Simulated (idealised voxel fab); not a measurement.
Process module under the name voxel lift off
For reference, the cross-section in this document is cut, with width 140 nm and square cells of 5 nm.
A cross-section is a grid of square cells, given in bands from the top down. A band is one or more rows of cells.
Quick guide to a band line: top height, bottom height (nm) up front; then every material left to right with its width in nm. Only one material and it's marked "throughout"? Then it fills the band edge to edge. And "air" just means empty space.
Measure heights from 0. That's the level where, below it, the as-received wafer is all one material. The lowest band is bottomless and extends downward; write it as in "0 and below".
A width given as "30->40" starts at the first number in the band's top row and ends at the second number in its bottom row, shifting by an equal amount at every step from row to row.
The designation "same as before", where it is given for a processing step, indicates that no cell of the cross-section was altered in the course of that step.
"Trapped cavities" specifies each empty space that is not open to the top and that occupies no fewer than 8 cells, using the form width x height at distance, the distance measured from the left edge and all three quantities in nm.
If you see something after the settings on a step's line, that's the simulator's own remark about that step.
Each step line may optionally specify "overlay nm", which for a step with a mask gives the rightward distance between the mask's planned place and where it lay, a negative value indicating the leftward direction.

-- Process steps - plan
- 1: RECEIVE,material Si
- 2: CONFORMAL_DEP,material Al2O3,thk nm 10
- 3: PATTERN,tone open,mask id LINES,material resist,width nm 20,pitch nm 35,thk nm 25,overlay nm 0
- 4: DIRECTIONAL_DEP,material Ru,thk nm 10
- 5: STRIP,etch materials resist
- 6: CONFORMAL_DEP,material SiCN,thk nm 10

-- First wafer, two in total, run as planned

-- As-received wafer cross-section (after step 1)
> 0 and below = Si throughout
> Trapped cavities: none

-- Presented here is a cross-section of the wafer after step 2 has been performed
> 10 down to 0 = Al2O3 throughout
> Lower than 0, everything is as it was.

-- Presented here is a cross-section of the wafer after step 3 has been performed
> 35 down to 10 = resist 40 / air 20 / resist 15 / air 20 / resist 45
> Lower than 10, everything is as it was.

-- Presented here is a cross-section of the wafer after step 4 has been performed
> 45 down to 35 = Ru 40 / air 20 / Ru 15 / air 20 / Ru 45
> 35 down to 20 = resist 40 / air 20 / resist 15 / air 20 / resist 45
> 20 down to 10 = resist 40 / Ru 20 / resist 15 / Ru 20 / resist 45
> Lower than 10, everything is as it was.

-- Presented here is a cross-section of the wafer after step 5 has been performed
> 20 down to 10 = air 40 / Ru 20 / air 15 / Ru 20 / air 45
> Lower than 10, everything is as it was.

-- Presented here is a cross-section of the wafer after step 6 has been performed
> 30 down to 20 = air 30 / SiCN 75 / air 35
> 20 down to 10 = SiCN 40 / Ru 20 / SiCN 15 / Ru 20 / SiCN 45
> Lower than 10, everything is as it was.

-- It is to be noted that the second wafer proceeded from the same initial state and according to the same plan as the first, although one mistake was committed in its execution; through step 2, inclusive, the two wafers share an identical history

-- Cross-section of the second wafer when, according to plan, step 3 should have finished
> 35 down to 10 = air 40 / resist 20 / air 15 / resist 20 / air 45
> Lower than 10, everything is as it was.

-- Cross-section of the second wafer when, according to plan, step 4 should have finished
> 45 down to 35 = air 40 / Ru 20 / air 15 / Ru 20 / air 45
> 35 down to 20 = air 40 / resist 20 / air 15 / resist 20 / air 45
> 20 down to 10 = Ru 40 / resist 20 / Ru 15 / resist 20 / Ru 45
> Lower than 10, everything is as it was.

-- Cross-section of the second wafer when, according to plan, step 5 should have finished
> 20 down to 10 = Ru 40 / air 20 / Ru 15 / air 20 / Ru 45
> Lower than 10, everything is as it was.

-- Cross-section of the second wafer when, according to plan, step 6 should have finished
> 30 down to 20 = SiCN throughout
> 20 down to 10 = Ru 40 / SiCN 20 / Ru 15 / SiCN 20 / Ru 45
> Lower than 10, everything is as it was.
What was done differently from what was planned? step 3, actual vs plan mismatch, actual run PATTERN,tone cover,mask id LINES,material resist,width nm 20,pitch nm 35,thk nm 25,overlay nm 0
Per the end-of-run cell counts, the second wafer holds more or fewer of some materials than the first: 24 more of Ru | 2 more of SiCN
